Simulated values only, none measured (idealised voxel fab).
process module | voxel local oxidation
cross-section cut | 270 nm wide | cells 5 nm
A cross-section is a grid of square cells, given in bands from the top down. A band is one or more rows of cells.
Each band's line starts with the height of the band's top and of its bottom, in nm. Then come its materials from left to right, each with its width in nm. One material with "throughout" fills the band from edge to edge. "air" is empty space.
Height 0 is the level under which the wafer as received is all one material. The lowest band goes on downwards, as in "0 down".
A width such as "30 to 40" changes by the same amount from each row of cells to the next, from the band's top row to its bottom row.
"no change" after a step means that no cell of the cross-section changed.
closed voids: empty space of 8 cells or more with no open way to the top, each as width x height at its distance from the left edge, in nm
after a step's settings: what the simulator itself notes on the step
overlay nm, on a step with a mask: how far to the right of its planned place the mask lay; to the left if negative
plan
1 op RECEIVE | material Si
2 op OXIDIZE | depth nm 5
3 op CONFORMAL_DEP | material SiN | thk nm 10
4 op MASKED_ETCH | tone cover | mask id ACTIVE | width nm 100 | etch materials SiN | depth nm 10 | overlay nm 0
5 op SELECTIVE_ETCH | etch materials SiO2 | depth nm 5
6 op OXIDIZE | depth nm 15
7 op STRIP | etch materials SiN
as received, after step 1
  0 down: Si throughout
  closed voids: none
first wafer at the end, as planned
  0 to -5: air 90 | SiO2 90 | air 90
  -5 to -20: SiO2 105 | Si 60 | SiO2 105
  -20 down: Si throughout
  closed voids: none
second wafer at the end: like start, like plan, one mistake
  -5 to -20: air 105 | Si 60 | air 105
  -20 down: Si throughout
  closed voids: none
what went wrong: step 7 ran as: op STRIP | etch materials SiO2
at the end the second wafer has, in cells: 144 fewer of SiO2
